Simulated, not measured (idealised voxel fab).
The process module presented herein is designated voxel spacer lines.
We display cut, a cross-section 185 nm in width whose square cells are each 5 nm.
For the purposes of this document, a cross-section shall be understood as a grid of square cells, specified as bands listed in top-to-bottom order, each band consisting of one or more rows of cells.
What a band's entry tells you: where the top is and where the bottom is, as heights in nm, and after that what lies inside, material by material from left to right, each with its width in nm. Empty space is written as the word "air", and a single material marked with the word "full width" occupies the band from edge to edge.
Heights from 0 (as-received wafer is one material below). Bottom band endless downward, as "0 -> down".
You'd read "30..40" like this: the band's top row of cells is as wide as the first number, its bottom row is as wide as the second, and going down, every row changes width by the same amount as the row before did.
It should be understood that the words "nothing different", when stated for a given step, signify that the cross-section underwent no change in any of its cells during that step.
"Closed internal voids" means: voids of 8 cells or more that are shut off from the top with no open way through. Written width x height at distance, distance from the left edge, in nm.
That trailing text on a step's line, after the settings, is the simulator's own remark on the step.
Among the settings permitted on a step's line is "overlay nm"; applied to a step with a mask, it specifies the extent to which the mask lay to the right of its planned position, whereas a negative figure signifies a position to the left.

# Process steps - plan
1 RECEIVE with material Si
2 CONFORMAL_DEP with material Al2O3, thk nm 5
3 DIRECTIONAL_DEP with material SiN, thk nm 10
4 DIRECTIONAL_DEP with material polySi, thk nm 30
5 PATTERN with tone cover, mask id MANDREL, material resist, width nm 15, pitch nm 50, thk nm 40, overlay nm 0
6 DIRECTIONAL_ETCH with etch materials polySi, depth nm 30
7 STRIP with etch materials resist
8 CONFORMAL_DEP with material SiO2, thk nm 10
9 DIRECTIONAL_ETCH with etch materials SiO2, depth nm 10
10 STRIP with etch materials polySi
11 DIRECTIONAL_ETCH with etch materials SiN, depth nm 10
12 STRIP with etch materials SiO2

# Cross-section of the wafer as it came to us, i.e., already through step 1
* 0 -> down = Si full width
* Closed internal voids: none

# Module complete, cross-section. Starting point and plan per above. One mistake made in running the module
* 35 -> 5 = SiN full width
* 5 -> 0 = Al2O3 full width
* 0 -> down = Si full width
* Closed internal voids: none
Short version of what went wrong: step 4 was not run as planned; what actually ran was DIRECTIONAL_DEP with material SiN, thk nm 30
